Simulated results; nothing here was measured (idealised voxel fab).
process module | voxel self aligned vias
FYI the section here is cut, 280 nm wide, cells are 5 nm squares.
When this document writes out a cross-section, it uses a grid of square cells and lists it as bands, beginning at the top and moving down, with a band standing for one or more rows of cells.
In this notation a band is specified by the heights of its top and bottom, in that order and in nm, after which its materials appear from left to right, each paired with its width in nm. The word "throughout" attached to a single material means that material fills the band from edge to edge; the word "empty" stands for empty space.
Height 0 is the level under which the wafer as received is all one material. The lowest band goes on downwards, as in "top 0, no bottom".
Top row gets the first number, bottom row gets the second, and each row in between changes by the same step: that is how a band width like "30..40" works.
Step marked "no alteration"? Then no cell in the cross-section changed in it.
In "Cavities, closed" the enclosed voids are listed, meaning empty spaces of 8 cells or larger without any opening to the top. The form is width x height at distance, distance from the left edge, units nm.
What comes after the settings on a step's line is commentary from the simulator itself on that step.
Steps that use a mask can have "overlay nm" on their line. It says how far the mask sat to the right of where it was meant to be. Negative means to the left.
Steps planned for the process:
1. RECEIVE: material Si
2. CONFORMAL_DEP: material SiO2, thk nm 10
3. CONFORMAL_DEP: material SiCN, thk nm 5
4. DIRECTIONAL_DEP: material SiO2, thk nm 25
5. PATTERN: tone open, mask id LINES, material resist, width nm 20, pitch nm 50, thk nm 15, overlay nm 0
6. DIRECTIONAL_ETCH: etch materials SiO2, depth nm 25
7. STRIP: etch materials resist
8. CONFORMAL_DEP: material TiN, thk nm 5
9. FILL_DEP: material Ru, thk nm 10
10. CMP: height nm 40
11. SELECTIVE_ETCH: etch materials W Ru TiN, depth nm 5
12. FILL_DEP: material SiN, thk nm 10
13. CMP: height nm 40
14. DIRECTIONAL_DEP: material SiO2, thk nm 20
15. MASKED_ETCH: tone open, mask id VIAS, width nm 30, pitch nm 50, etch materials SiO2, depth nm 20, overlay nm 0
16. MASKED_ETCH: tone open, mask id VIAS, width nm 30, pitch nm 50, etch materials SiN, depth nm 5, overlay nm 0
17. CONFORMAL_DEP: material TiN, thk nm 5
18. FILL_DEP: material W, thk nm 10
19. CMP: height nm 60
20. CONFORMAL_DEP: material SiCN, thk nm 5
as received, after step 1:
* top 0, no bottom  Si throughout
* Cavities, closed: none
Final wafer profile in cross-section after the module, from the same start and plan as above, with one mistake made during processing:
* top 75, bottom 70  SiCN throughout
* top 70, bottom 65  W throughout
* top 65, bottom 60  TiN=80, then W=20, then TiN=30, then W=20, then TiN=30, then W=20, then TiN=80
* top 60, bottom 45  SiO2=75, then TiN=5, then W=20, then TiN=5, then SiO2=20, then TiN=5, then W=20, then TiN=5, then SiO2=20, then TiN=5, then W=20, then TiN=5, then SiO2=75
* top 45, bottom 40  SiO2=75, then TiN=10, then W=10, then TiN=10, then SiO2=20, then TiN=10, then W=10, then TiN=10, then SiO2=20, then TiN=10, then W=10, then TiN=10, then SiO2=75
* top 40, bottom 35  SiO2=80, then TiN=20, then SiO2=30, then TiN=20, then SiO2=30, then TiN=20, then SiO2=80
* top 35, bottom 20  SiO2=80, then TiN=5, then Ru=10, then TiN=5, then SiO2=30, then TiN=5, then Ru=10, then TiN=5, then SiO2=30, then TiN=5, then Ru=10, then TiN=5, then SiO2=80
* top 20, bottom 15  SiO2=80, then TiN=20, then SiO2=30, then TiN=20, then SiO2=30, then TiN=20, then SiO2=80
* top 15, bottom 10  SiCN throughout
* top 10, bottom 0  SiO2 throughout
* top 0, no bottom  Si throughout
* Cavities, closed: none
Which mistake was made when the wafer was run? the process deviated at step 19: the operation and settings actually run there were CMP: height nm 70
